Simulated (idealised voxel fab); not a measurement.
Module name: voxel capacitor over wiring (process module)
The figure presents cross-section cut, which has a width of 225 nm and is divided into square cells with an edge length of 5 nm.
In what follows, cross-sections appear as grids of square cells, described through bands that run from the top down, where every band is one or more rows of cells. Read a band's entry like this: the first values are the height of its top and the height of its bottom in nm, and what follows is the sequence of materials from left to right, each with its width in nm. Note that "blank" is empty space, and that a single material marked "edge to edge" reaches across the band from edge to edge. Height is counted from the level 0, under which the received wafer is composed throughout of one material. The lowest of the bands is not closed at the bottom but continues downward, in the notation "0 -> down". Width spec "30->40" -> top row of cells at first value, bottom row at second value, equal per-row change in between. "no alteration" for a step: no cell of the cross-section changed in that step. So "Closed void roster" is basically the list of trapped voids: any empty space of 8 cells or more that can't reach the top through an opening. They're written width x height at distance, the distance being from the left edge, and it's all nm. Step line, after settings: the simulator's comment on this step. overlay nm: mask right of planned place by this much (step with mask). Neg. = left.

[Listed below are the process steps as planned]
| 1 | RECEIVE: material Si |
| 2 | CONFORMAL_DEP: material SiO2, thk nm 15 |
| 3 | CONFORMAL_DEP: material SiCN, thk nm 5 |
| 4 | DIRECTIONAL_DEP: material SiO2, thk nm 20 |
| 5 | MASKED_ETCH: tone open, mask id METAL_1, width nm 30, pitch nm 90, etch materials SiO2, depth nm 20, overlay nm 0 |
| 6 | MASKED_ETCH: tone open, mask id METAL_1, width nm 30, pitch nm 90, etch materials SiCN, depth nm 5, overlay nm 0 |
| 7 | CONFORMAL_DEP: material TiN, thk nm 5 |
| 8 | FILL_DEP: material Cu, thk nm 10 |
| 9 | CMP: height nm 40 |
| 10 | CONFORMAL_DEP: material SiCN, thk nm 5 |
| 11 | DIRECTIONAL_DEP: material lowk, thk nm 15 |
| 12 | DIRECTIONAL_DEP: material aC, thk nm 10 |
| 13 | PATTERN: tone open, mask id PLUG_1, material resist, width nm 15, thk nm 30, overlay nm 0 |
| 14 | DIRECTIONAL_ETCH: etch materials aC, depth nm 10 |
| 15 | STRIP: etch materials resist |
| 16 | DIRECTIONAL_ETCH: etch materials lowk, depth nm 15 |
| 17 | DIRECTIONAL_ETCH: etch materials SiCN, depth nm 5 |
| 18 | STRIP: etch materials aC |
| 19 | CONFORMAL_DEP: material TiN, thk nm 5 |
| 20 | FILL_DEP: material Ru, thk nm 5 |
| 21 | CMP: height nm 60 |
| 22 | DIRECTIONAL_DEP: material TiN, thk nm 5 |
| 23 | DIRECTIONAL_DEP: material SiN, thk nm 5 |
| 24 | DIRECTIONAL_DEP: material TiN, thk nm 5 |
| 25 | DIRECTIONAL_DEP: material aC, thk nm 10 |
| 26 | PATTERN: tone cover, mask id UPPER_PLATE, material resist, width nm 65, thk nm 25, overlay nm 0 |
| 27 | DIRECTIONAL_ETCH: etch materials aC, depth nm 10 |
| 28 | STRIP: etch materials resist |
| 29 | DIRECTIONAL_ETCH: etch materials TiN, depth nm 5 |
| 30 | DIRECTIONAL_ETCH: etch materials SiN, depth nm 5 |
| 31 | STRIP: etch materials aC |
| 32 | MASKED_ETCH: tone cover, mask id LOWER_PLATE, width nm 75, etch materials TiN, depth nm 5, overlay nm 0 |
| 33 | FILL_DEP: material SiO2, thk nm 20 |
| 34 | CMP: height nm 90 |
| 35 | PATTERN: tone open, mask id PLUG_2, material resist, width nm 15, thk nm 20, overlay nm 0 |
| 36 | DIRECTIONAL_ETCH: etch materials SiO2, depth nm 15 |
| 37 | STRIP: etch materials resist |
| 38 | CONFORMAL_DEP: material TiN, thk nm 5 |
| 39 | FILL_DEP: material Ru, thk nm 5 |
| 40 | CMP: height nm 90 |
| 41 | CONFORMAL_DEP: material SiCN, thk nm 5 |

[Received-state cross-section, reflecting completion of step 1]
* 0 -> down = Si edge to edge
* Closed void roster: none

[Starting wafer: above. Plan: above. Run: one mistake. Cross-section after the module: below]
* 95 -> 90 = SiCN edge to edge
* 90 -> 80 = 75 SiO2, then 5 TiN, then 5 Ru, then 5 TiN, then 135 SiO2
* 80 -> 75 = 75 SiO2, then 15 TiN, then 135 SiO2
* 75 -> 70 = 60 SiO2, then 5 TiN, then 65 SiO2, then 5 TiN, then 90 SiO2
* 70 -> 65 = 65 SiN, then 65 SiO2, then 95 SiN
* 65 -> 60 = TiN edge to edge
* 60 -> 45 = 65 lowk, then 5 TiN, then 5 Ru, then 5 TiN, then 145 lowk
* 45 -> 40 = 65 SiCN, then 15 TiN, then 145 SiCN
* 40 -> 20 = 50 SiO2, then 5 TiN, then 20 Cu, then 5 TiN, then 60 SiO2, then 5 TiN, then 20 Cu, then 5 TiN, then 55 SiO2
* 20 -> 15 = 50 SiCN, then 30 TiN, then 60 SiCN, then 30 TiN, then 55 SiCN
* 15 -> 0 = SiO2 edge to edge
* 0 -> down = Si edge to edge
* Closed void roster: none
What broke from the plan during processing? step 26 changed vs plan, executed as PATTERN: tone open, mask id UPPER_PLATE, material resist, width nm 65, thk nm 25, overlay nm 0
